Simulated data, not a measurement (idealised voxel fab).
process module | voxel released beams
cross-section cut | 290 nm wide | cells 5 nm
A cross-section is a grid of square cells, given in bands from the top down. A band is one or more rows of cells.
Each band's line starts with the height of the band's top and of its bottom, in nm. Then come its materials from left to right, each with its width in nm. One material with "throughout" fills the band from edge to edge. "air" is empty space.
Height 0 is the level under which the wafer as received is all one material. The lowest band goes on downwards, as in "0 down".
A width such as "30 to 40" changes by the same amount from each row of cells to the next, from the band's top row to its bottom row.
"no change" after a step means that no cell of the cross-section changed.
closed voids: empty space of 8 cells or more with no open way to the top, each as width x height at its distance from the left edge, in nm
after a step's settings: what the simulator itself notes on the step
overlay nm, on a step with a mask: how far to the right of its planned place the mask lay; to the left if negative
Each pair below shows a cross-section before one step and the cross-section after it, down to the lowest band that changed. The line under each pair gives the step between them, with its settings. The pairs can come from different runs of this module on the same starting wafer, so a pair continues from the pair above only where its "before" says so.
before
  0 down: Si throughout
  closed voids: none
after
  10 to 0: SiN throughout
  below 0: unchanged
  closed voids: none
the step between: op CONFORMAL_DEP | material SiN | thk nm 10
before: the cross-section after the pair above
after
  20 to 10: SiO2 throughout
  below 10: unchanged
  closed voids: none
the step between: op DIRECTIONAL_DEP | material SiO2 | thk nm 10
before: the cross-section after the pair above
after
  35 to 20: resist 95 | air 45 | resist 150
  below 20: unchanged
  closed voids: none
the step between: op PATTERN | tone open | mask id ANCHOR | material resist | width nm 45 | thk nm 15 | overlay nm 0
before: the cross-section after the pair above
after
  35 to 20: resist 95 | air 45 | resist 150
  20 to 10: SiO2 95 | air 45 | SiO2 150
  below 10: unchanged
  closed voids: none
the step between: op DIRECTIONAL_ETCH | etch materials SiO2 | depth nm 10
before: the cross-section after the pair above
after
  20 to 10: SiO2 95 | air 45 | SiO2 150
  below 10: unchanged
  closed voids: none
the step between: op STRIP | etch materials resist
before: the cross-section after the pair above
after
  35 to 25: polySi 110 | air 15 | polySi 165
  25 to 20: polySi throughout
  20 to 10: SiO2 95 | polySi 45 | SiO2 150
  below 10: unchanged
  closed voids: none
the step between: op CONFORMAL_DEP | material polySi | thk nm 15
before: the cross-section after the pair above
after
  35 to 25: air 90 | polySi 20 | air 15 | polySi 70 | air 95
  25 to 20: air 90 | polySi 105 | air 95
  below 20: unchanged
  closed voids: none
the step between: op MASKED_ETCH | tone cover | mask id BEAM | width nm 105 | etch materials polySi | depth nm 15 | overlay nm 0
before: the cross-section after the pair above
after
  35 to 25: air 90 | polySi 20 | air 15 | polySi 70 | air 95
  25 to 20: air 90 | polySi 105 | air 95
  20 to 10: air 95 | polySi 45 | air 150
  below 10: unchanged
  closed voids: none
the step between: op STRIP | etch materials SiO2
before
  0 down: Si throughout
  closed voids: none
after
  10 to 0: SiO2 throughout
  below 0: unchanged
  closed voids: none
the step between: op DIRECTIONAL_DEP | material SiO2 | thk nm 10
before: the cross-section after the pair above
after
  25 to 10: resist 95 | air 45 | resist 150
  below 10: unchanged
  closed voids: none
the step between: op PATTERN | tone open | mask id ANCHOR | material resist | width nm 45 | thk nm 15 | overlay nm 0
before: the cross-section after the pair above
after
  25 to 10: resist 95 | air 45 | resist 150
  10 to 0: SiO2 95 | air 45 | SiO2 150
  below 0: unchanged
  closed voids: none
the step between: op DIRECTIONAL_ETCH | etch materials SiO2 | depth nm 10
before: the cross-section after the pair above
after
  10 to 0: SiO2 95 | air 45 | SiO2 150
  below 0: unchanged
  closed voids: none
the step between: op STRIP | etch materials resist
before: the cross-section after the pair above
after
  25 to 15: polySi 110 | air 15 | polySi 165
  15 to 10: polySi throughout
  10 to 0: SiO2 95 | polySi 45 | SiO2 150
  below 0: unchanged
  closed voids: none
the step between: op CONFORMAL_DEP | material polySi | thk nm 15
before: the cross-section after the pair above
after
  25 to 15: air 90 | polySi 20 | air 15 | polySi 70 | air 95
  15 to 10: air 90 | polySi 105 | air 95
  below 10: unchanged
  closed voids: none
the step between: op MASKED_ETCH | tone cover | mask id BEAM | width nm 105 | etch materials polySi | depth nm 15 | overlay nm 0
before: the cross-section after the pair above
after
  25 to 15: air 90 | polySi 20 | air 15 | polySi 70 | air 95
  15 to 10: air 90 | polySi 105 | air 95
  10 to 0: air 95 | polySi 45 | air 150
  below 0: unchanged
  closed voids: none
the step between: op STRIP | etch materials SiO2
before
  35 to 25: polySi 110 | air 15 | polySi 165
  25 to 20: polySi throughout
  20 to 10: SiO2 95 | polySi 45 | SiO2 150
  10 to 0: SiN throughout
  0 down: Si throughout
  closed voids: none
after
  50 to 20: polySi throughout
  below 20: unchanged
  closed voids: none
the step between: op CONFORMAL_DEP | material polySi | thk nm 15
before: the cross-section after the pair above
after
  50 to 35: air 90 | polySi 105 | air 95
  below 35: unchanged
  closed voids: none
the step between: op MASKED_ETCH | tone cover | mask id BEAM | width nm 105 | etch materials polySi | depth nm 15 | overlay nm 0
before
  10 to 0: SiO2 throughout
  0 down: Si throughout
  closed voids: none
after
  20 to 10: SiN throughout
  below 10: unchanged
  closed voids: none
the step between: op CONFORMAL_DEP | material SiN | thk nm 10
before: the cross-section after the pair above
after
  35 to 20: resist 95 | air 45 | resist 150
  below 20: unchanged
  closed voids: none
the step between: op PATTERN | tone open | mask id ANCHOR | material resist | width nm 45 | thk nm 15 | overlay nm 0
before: the cross-section after the pair above
after
  20 to 10: SiN throughout
  below 10: unchanged
  closed voids: none
the step between: op STRIP | etch materials resist
before: the cross-section after the pair above
after
  35 to 20: polySi throughout
  below 20: unchanged
  closed voids: none
the step between: op CONFORMAL_DEP | material polySi | thk nm 15
before: the cross-section after the pair above
after
  35 to 20: air 90 | polySi 105 | air 95
  below 20: unchanged
  closed voids: none
the step between: op MASKED_ETCH | tone cover | mask id BEAM | width nm 105 | etch materials polySi | depth nm 15 | overlay nm 0
before
  10 to 0: SiN throughout
  0 down: Si throughout
  closed voids: none
after
  15 to 10: SiO2 throughout
  below 10: unchanged
  closed voids: none
the step between: op DIRECTIONAL_DEP | material SiO2 | thk nm 5
before: the cross-section after the pair above
after
  30 to 15: resist 95 | air 45 | resist 150
  below 15: unchanged
  closed voids: none
the step between: op PATTERN | tone open | mask id ANCHOR | material resist | width nm 45 | thk nm 15 | overlay nm 0
before: the cross-section after the pair above
after
  30 to 15: resist 95 | air 45 | resist 150
  15 to 10: SiO2 95 | air 45 | SiO2 150
  below 10: unchanged
  closed voids: none
the step between: op DIRECTIONAL_ETCH | etch materials SiO2 | depth nm 10
before: the cross-section after the pair above
after
  15 to 10: SiO2 95 | air 45 | SiO2 150
  below 10: unchanged
  closed voids: none
the step between: op STRIP | etch materials resist
before: the cross-section after the pair above
after
  30 to 25: polySi 110 | air 15 | polySi 165
  25 to 15: polySi throughout
  15 to 10: SiO2 95 | polySi 45 | SiO2 150
  below 10: unchanged
  closed voids: none
the step between: op CONFORMAL_DEP | material polySi | thk nm 15
before: the cross-section after the pair above
after
  30 to 25: air 90 | polySi 20 | air 15 | polySi 70 | air 95
  25 to 15: air 90 | polySi 105 | air 95
  below 15: unchanged
  closed voids: none
the step between: op MASKED_ETCH | tone cover | mask id BEAM | width nm 105 | etch materials polySi | depth nm 15 | overlay nm 0
before: the cross-section after the pair above
after
  30 to 25: air 90 | polySi 20 | air 15 | polySi 70 | air 95
  25 to 15: air 90 | polySi 105 | air 95
  15 to 10: air 95 | polySi 45 | air 150
  below 10: unchanged
  closed voids: none
the step between: op STRIP | etch materials SiO2
before
  35 to 25: polySi 110 | air 15 | polySi 165
  25 to 20: polySi throughout
  20 to 10: SiO2 95 | polySi 45 | SiO2 150
  10 to 0: SiN throughout
  0 down: Si throughout
  closed voids: none
after
  35 to 25: air 90 | polySi 20 | air 15 | polySi 75 | air 90
  25 to 20: air 90 | polySi 110 | air 90
  below 20: unchanged
  closed voids: none
the step between: op MASKED_ETCH | tone cover | mask id BEAM | width nm 110 | etch materials polySi | depth nm 15 | overlay nm 0
before: the cross-section after the pair above
after
  35 to 25: air 90 | polySi 20 | air 15 | polySi 75 | air 90
  25 to 20: air 90 | polySi 110 | air 90
  20 to 10: air 95 | polySi 45 | air 150
  below 10: unchanged
  closed voids: none
the step between: op STRIP | etch materials SiO2
before
  35 to 25: polySi 110 | air 15 | polySi 165
  25 to 20: polySi throughout
  20 to 10: SiO2 95 | polySi 45 | SiO2 150
  10 to 0: SiN throughout
  0 down: Si throughout
  closed voids: none
after
  35 to 25: air 95 | polySi 15 | air 15 | polySi 75 | air 90
  25 to 20: air 95 | polySi 105 | air 90
  below 20: unchanged
  closed voids: none
the step between: op MASKED_ETCH | tone cover | mask id BEAM | width nm 105 | etch materials polySi | depth nm 15 | overlay nm 5
before: the cross-section after the pair above
after
  35 to 25: air 95 | polySi 15 | air 15 | polySi 75 | air 90
  25 to 20: air 95 | polySi 105 | air 90
  20 to 10: air 95 | polySi 45 | air 150
  below 10: unchanged
  closed voids: none
the step between: op STRIP | etch materials SiO2
before
  35 to 20: resist 95 | air 45 | resist 150
  20 to 10: SiO2 95 | air 45 | SiO2 150
  10 to 0: SiN throughout
  0 down: Si throughout
  closed voids: none
after
  0 down: Si throughout
  closed voids: none
the step between: op STRIP | etch materials SiN
before: the cross-section after the pair above
after
  15 to 0: polySi throughout
  below 0: unchanged
  closed voids: none
the step between: op CONFORMAL_DEP | material polySi | thk nm 15
before: the cross-section after the pair above
after
  15 to 0: air 90 | polySi 105 | air 95
  below 0: unchanged
  closed voids: none
the step between: op MASKED_ETCH | tone cover | mask id BEAM | width nm 105 | etch materials polySi | depth nm 15 | overlay nm 0
before
  20 to 10: SiO2 throughout
  10 to 0: SiN throughout
  0 down: Si throughout
  closed voids: none
after
  35 to 20: air 95 | resist 45 | air 150
  below 20: unchanged
  closed voids: none
the step between: op PATTERN | tone cover | mask id ANCHOR | material resist | width nm 45 | thk nm 15 | overlay nm 0
before: the cross-section after the pair above
after
  35 to 20: air 95 | resist 45 | air 150
  20 to 10: air 95 | SiO2 45 | air 150
  below 10: unchanged
  closed voids: none
the step between: op DIRECTIONAL_ETCH | etch materials SiO2 | depth nm 10
before: the cross-section after the pair above
after
  20 to 10: air 95 | SiO2 45 | air 150
  below 10: unchanged
  closed voids: none
the step between: op STRIP | etch materials resist
before: the cross-section after the pair above
after
  35 to 25: air 80 | polySi 75 | air 135
  25 to 20: polySi throughout
  20 to 10: polySi 95 | SiO2 45 | polySi 150
  below 10: unchanged
  closed voids: none
the step between: op CONFORMAL_DEP | material polySi | thk nm 15
before: the cross-section after the pair above
after
  35 to 25: air 90 | polySi 65 | air 135
  25 to 20: air 90 | polySi 105 | air 95
  20 to 10: air 80 | polySi 15 | SiO2 45 | polySi 55 | air 95
  below 10: unchanged
  closed voids: none
the step between: op MASKED_ETCH | tone cover | mask id BEAM | width nm 105 | etch materials polySi | depth nm 15 | overlay nm 0
